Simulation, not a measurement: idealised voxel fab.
Process module heading - voxel ribs on slabs
It is cross-section cut that appears here, measuring 270 nm in width, its square cells being 5 nm in size.
Square cells in a grid make up a cross-section in this document, and the grid is given as bands, listed from the top down, each one or more rows of cells. Read a band's entry like this: the first values are the height of its top and the height of its bottom in nm, and what follows is the sequence of materials from left to right, each with its width in nm. Note that "air" is empty space, and that a single material marked "throughout" reaches across the band from edge to edge. For the purposes of this specification, 0 denotes the height below which the wafer in its as-received condition is composed wholly of one material, and the lowermost band, lacking a lower limit, extends downward without end, as expressed in "0..down". The two numbers in a width such as "30->40" mark its ends across the band: the first belongs to the top row of cells, the second to the bottom row, and from each row to the next the width moves by the same amount. Where a step carries "everything unchanged", the cross-section came out of it unchanged, cell for cell. Closed empty spaces (no open way to the top) of 8 cells or more are what "Closed empty spaces" lists, each as width x height at distance from the left edge, nm for all three. Heads up: the bit after the settings on a step's line is the simulator's remark on that step. The "overlay nm" setting may appear on a step's line; for a step that uses a mask, it gives how far to the right of its planned position the mask lay, and a negative value indicates the left.

# So here's the lineup of process steps we planned
1: RECEIVE: material Si
2: DIRECTIONAL_DEP: material SiO2, thk nm 30
3: DIRECTIONAL_DEP: material polySi, thk nm 20
4: PATTERN: tone cover, mask id RIB, material resist, width nm 20, thk nm 15, overlay nm 0
5: DIRECTIONAL_ETCH: etch materials polySi, depth nm 5
6: STRIP: etch materials resist
7: DIRECTIONAL_DEP: material aC, thk nm 15
8: PATTERN: tone cover, mask id SLAB, material resist, width nm 50, thk nm 35, overlay nm 0
9: DIRECTIONAL_ETCH: etch materials aC, depth nm 15
10: STRIP: etch materials resist
11: DIRECTIONAL_ETCH: etch materials polySi, depth nm 15
12: STRIP: etch materials aC
13: FILL_DEP: material SiO2, thk nm 25
14: CMP: height nm 65
15: DIRECTIONAL_DEP: material TiN, thk nm 5
16: PATTERN: tone cover, mask id HEATER, material resist, width nm 30, thk nm 15, overlay nm 0
17: DIRECTIONAL_ETCH: etch materials TiN, depth nm 5
18: STRIP: etch materials resist
19: CONFORMAL_DEP: material SiO2, thk nm 10

# Wafer as received: cross-section following step 1
> 0..down | Si throughout
> Closed empty spaces: none

# The first of two wafers, cross-sectioned at the end of the module, with the run proceeding as planned
> 80..75 | air 110 nm  SiO2 50 nm  air 110 nm
> 75..70 | SiO2 throughout
> 70..65 | SiO2 120 nm  TiN 30 nm  SiO2 120 nm
> 65..50 | SiO2 throughout
> 50..45 | SiO2 125 nm  polySi 20 nm  SiO2 125 nm
> 45..30 | SiO2 110 nm  polySi 50 nm  SiO2 110 nm
> 30..0 | SiO2 throughout
> 0..down | Si throughout
> Closed empty spaces: none

# Cross-sectional view of the second of two wafers upon completion of the module. This wafer shared its starting condition and process plan with the first; one error was made during its execution
> 80..75 | air 110 nm  SiO2 50 nm  air 110 nm
> 75..70 | SiO2 throughout
> 70..65 | SiO2 120 nm  TiN 30 nm  SiO2 120 nm
> 65..50 | SiO2 throughout
> 50..45 | SiO2 110 nm  polySi 15 nm  SiO2 20 nm  polySi 15 nm  SiO2 110 nm
> 45..35 | SiO2 110 nm  polySi 50 nm  SiO2 110 nm
> 35..30 | polySi throughout
> 30..0 | SiO2 throughout
> 0..down | Si throughout
> Closed empty spaces: none
Finding, execution versus plan: step 4 did not happen as planned, as run it was PATTERN: tone open, mask id RIB, material resist, width nm 20, thk nm 15, overlay nm 0
The second wafer ends with more or fewer cells of some materials than the first, per final count: 46 fewer of SiO2 | 46 more of polySi
